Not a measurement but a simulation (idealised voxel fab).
You're looking at the process module voxel plated lines.
Each square cell in cross-section cut measures 5 nm, and the section as a whole is 290 nm wide.
Each cross-section below is a grid of square cells, stated as bands in top-down order, with one or more rows of cells making up each band.
Quick guide to a band line: top height, bottom height (nm) up front; then every material left to right with its width in nm. Only one material and it's marked "all across"? Then it fills the band edge to edge. And "empty" just means empty space.
Basically, 0 is our baseline, since under it the wafer straight out of the box is all one material. The bottom band has no lower end and keeps on going down, so it looks like "0 down".
Per-row width for "30->40": begins at first number (top row of band), ends at second number (bottom row), increment between rows held constant.
Given "nothing got changed" for a step, no cell of the cross-section differs between before and after that step.
You'll see "Completely enclosed voids" listing empty spaces that have no way open to the top, as long as they're 8 cells or more; the notation is width x height at distance, where the distance is from the left edge, and all of it is in nm.
Note: text after step settings on the step line = simulator remark on that step.
"overlay nm" answers the question of how far to the right of plan the mask lay on a step that has a mask, and when it is negative the answer is to the left.
SO HERE'S THE LINEUP OF PROCESS STEPS WE PLANNED
- 1: RECEIVE with material Si
- 2: CONFORMAL_DEP with material Al2O3, thk nm 10
- 3: DIRECTIONAL_DEP with material TiN, thk nm 5
- 4: PATTERN with tone open, mask id LINES, material resist, width nm 30, pitch nm 60, thk nm 40, overlay nm 0
- 5: EPI with material Ru, thk nm 5
- 6: EPI with material Ru, thk nm 5
- 7: EPI with material Ru, thk nm 5
- 8: STRIP with etch materials resist
- 9: DIRECTIONAL_ETCH with etch materials TiN, depth nm 5
- 10: CONFORMAL_DEP with material SiO2, thk nm 5
CONCERNING THE FIRST OF TWO WAFERS, WHICH WAS RUN IN ACCORDANCE WITH THE PLAN
STEP 1 COMPLETE: CROSS-SECTION OF THE WAFER AS RECEIVED
> 0 down = Si all across
> Completely enclosed voids: none
CROSS-SECTION: WAFER STATE AFTER STEP 2
> 10 to 0 = Al2O3 all across
> Beneath the level 0, the cross-section is identical to its previous state.
CROSS-SECTION: WAFER STATE AFTER STEP 3
> 15 to 10 = TiN all across
> Beneath the level 10, the cross-section is identical to its previous state.
CROSS-SECTION: WAFER STATE AFTER STEP 4
> 55 to 15 = resist=100; empty=30; resist=30; empty=30; resist=100
> Beneath the level 15, the cross-section is identical to its previous state.
CROSS-SECTION: WAFER STATE AFTER STEP 5
> 55 to 20 = resist=100; empty=30; resist=30; empty=30; resist=100
> 20 to 15 = resist=100; Ru=30; resist=30; Ru=30; resist=100
> Beneath the level 15, the cross-section is identical to its previous state.
CROSS-SECTION: WAFER STATE AFTER STEP 6
> 55 to 25 = resist=100; empty=30; resist=30; empty=30; resist=100
> 25 to 15 = resist=100; Ru=30; resist=30; Ru=30; resist=100
> Beneath the level 15, the cross-section is identical to its previous state.
CROSS-SECTION: WAFER STATE AFTER STEP 7
> 55 to 30 = resist=100; empty=30; resist=30; empty=30; resist=100
> 30 to 15 = resist=100; Ru=30; resist=30; Ru=30; resist=100
> Beneath the level 15, the cross-section is identical to its previous state.
CROSS-SECTION: WAFER STATE AFTER STEP 8
> 30 to 15 = empty=100; Ru=30; empty=30; Ru=30; empty=100
> Beneath the level 15, the cross-section is identical to its previous state.
CROSS-SECTION: WAFER STATE AFTER STEP 9
> 30 to 15 = empty=100; Ru=30; empty=30; Ru=30; empty=100
> 15 to 10 = empty=100; TiN=30; empty=30; TiN=30; empty=100
> Beneath the level 10, the cross-section is identical to its previous state.
CROSS-SECTION: WAFER STATE AFTER STEP 10
> 35 to 30 = empty=95; SiO2=40; empty=20; SiO2=40; empty=95
> 30 to 15 = empty=95; SiO2=5; Ru=30; SiO2=5; empty=20; SiO2=5; Ru=30; SiO2=5; empty=95
> 15 to 10 = SiO2=100; TiN=30; SiO2=30; TiN=30; SiO2=100
> Beneath the level 10, the cross-section is identical to its previous state.
SECOND WAFER - SHARED START AND PLAN WITH THE FIRST - ONE ERROR IN RUNNING - SAME AS THE FIRST UP TO STEP 3 INCLUSIVE
THE SECOND WAFER CUT THROUGH, AT THE TIME STEP 4 WAS SUPPOSED TO BE FINISHED
> 20 to 15 = Ru all across
> Beneath the level 15, the cross-section is identical to its previous state.
THE SECOND WAFER CUT THROUGH, AT THE TIME STEP 5 WAS SUPPOSED TO BE FINISHED
> 60 to 20 = resist=100; empty=30; resist=30; empty=30; resist=100
> Beneath the level 20, the cross-section is identical to its previous state.
THE SECOND WAFER CUT THROUGH, AT THE TIME STEP 6 WAS SUPPOSED TO BE FINISHED
> 60 to 25 = resist=100; empty=30; resist=30; empty=30; resist=100
> 25 to 20 = resist=100; Ru=30; resist=30; Ru=30; resist=100
> Beneath the level 20, the cross-section is identical to its previous state.
THE SECOND WAFER CUT THROUGH, AT THE TIME STEP 7 WAS SUPPOSED TO BE FINISHED
> 60 to 30 = resist=100; empty=30; resist=30; empty=30; resist=100
> 30 to 20 = resist=100; Ru=30; resist=30; Ru=30; resist=100
> Beneath the level 20, the cross-section is identical to its previous state.
THE SECOND WAFER CUT THROUGH, AT THE TIME STEP 8 WAS SUPPOSED TO BE FINISHED
> 30 to 20 = empty=100; Ru=30; empty=30; Ru=30; empty=100
> Beneath the level 20, the cross-section is identical to its previous state.
The second wafer cut through, at the time step 9 was supposed to be finished: nothing got changed
THE SECOND WAFER CUT THROUGH, AT THE TIME STEP 10 WAS SUPPOSED TO BE FINISHED
> 35 to 30 = empty=95; SiO2=40; empty=20; SiO2=40; empty=95
> 30 to 25 = empty=95; SiO2=5; Ru=30; SiO2=5; empty=20; SiO2=5; Ru=30; SiO2=5; empty=95
> 25 to 20 = SiO2=100; Ru=30; SiO2=30; Ru=30; SiO2=100
> Beneath the level 20, the cross-section is identical to its previous state.
The mistake made against the process plan was this: steps 4 and 5 swapped
Counted in cells at the end, the second wafer holds more or fewer of these materials than the first: 46 more of Ru; 8 fewer of SiO2; 46 more of TiN
